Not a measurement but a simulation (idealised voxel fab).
The following is a process module called voxel ribs on slabs.
Cross-section cut spans 205 nm and uses square cells 5 nm in size.
How to read a cross-section here: the picture is a grid of square cells, written as bands going from the top down, and any band can span one or more rows of cells. Band entry format. Leading values: height of top, height of bottom, nm. Remainder: materials in left-to-right order, each with its width in nm. Special words: "all across" on a single material, which then fills the band edge to edge; "empty", empty space. Basically, 0 is our baseline, since under it the wafer straight out of the box is all one material. The bottom band has no lower end and keeps on going down, so it looks like "from 0 down". It should be noted that a width expressed as "30->40" varies in equal increments from row to row of cells within the band, taking the value of the first number at the top row and that of the second number at the bottom row. It should be understood that the words "no change", when stated for a given step, signify that the cross-section underwent no change in any of its cells during that step. What "Closed cavities" gives you is every empty space of 8 cells or more that is cut off from the top. Each appears as width x height at distance, with the distance taken from the left edge and width, height and distance all in nm. Heads up: the bit after the settings on a step's line is the simulator's remark on that step. Steps that use a mask can have "overlay nm" on their line. It says how far the mask sat to the right of where it was meant to be. Negative means to the left.
These are the steps we planned for the process:
step 1: RECEIVE, material Si
step 2: DIRECTIONAL_DEP, material SiO2, thk nm 30
step 3: DIRECTIONAL_DEP, material polySi, thk nm 10
step 4: PATTERN, tone cover, mask id RIB, material resist, width nm 30, thk nm 20, overlay nm 0
step 5: DIRECTIONAL_ETCH, etch materials polySi, depth nm 5
step 6: STRIP, etch materials resist
step 7: PATTERN, tone cover, mask id SLAB, material resist, width nm 80, thk nm 20, overlay nm 0
step 8: DIRECTIONAL_ETCH, etch materials polySi, depth nm 10
step 9: STRIP, etch materials resist
step 10: FILL_DEP, material SiO2, thk nm 20
step 11: CMP, height nm 60
step 12: DIRECTIONAL_DEP, material TiN, thk nm 10
step 13: DIRECTIONAL_DEP, material aC, thk nm 15
step 14: PATTERN, tone cover, mask id HEATER, material resist, width nm 40, thk nm 35, overlay nm 0
step 15: DIRECTIONAL_ETCH, etch materials aC, depth nm 15
step 16: STRIP, etch materials resist
step 17: DIRECTIONAL_ETCH, etch materials TiN, depth nm 10
step 18: STRIP, etch materials aC
step 19: CONFORMAL_DEP, material SiN, thk nm 5
Heads up: all these wafers start the same, and what changes between them is the thk nm in step 3. The value you see in the plan is just what the first wafer got.
As-received state after step 1, first of several wafers, cross-section:
* from 0 down: Si all across
* Closed cavities: none
Take any row and you have a wafer at the end of the module: how many cells of each material it has gained (+) or lost (-) since it was received, and then its closed voids:
thk nm 10 | +45 SiN | +470 SiO2 | +16 TiN | +22 polySi | Closed cavities: none
thk nm 15 | +45 SiN | +454 SiO2 | +16 TiN | +38 polySi | Closed cavities: none
thk nm 20 | +45 SiN | +413 SiO2 | +16 TiN | +79 polySi | Closed cavities: none
thk nm 25 | +45 SiN | +372 SiO2 | +16 TiN | +120 polySi | Closed cavities: none
thk nm 30 | +45 SiN | +331 SiO2 | +16 TiN | +161 polySi | Closed cavities: none
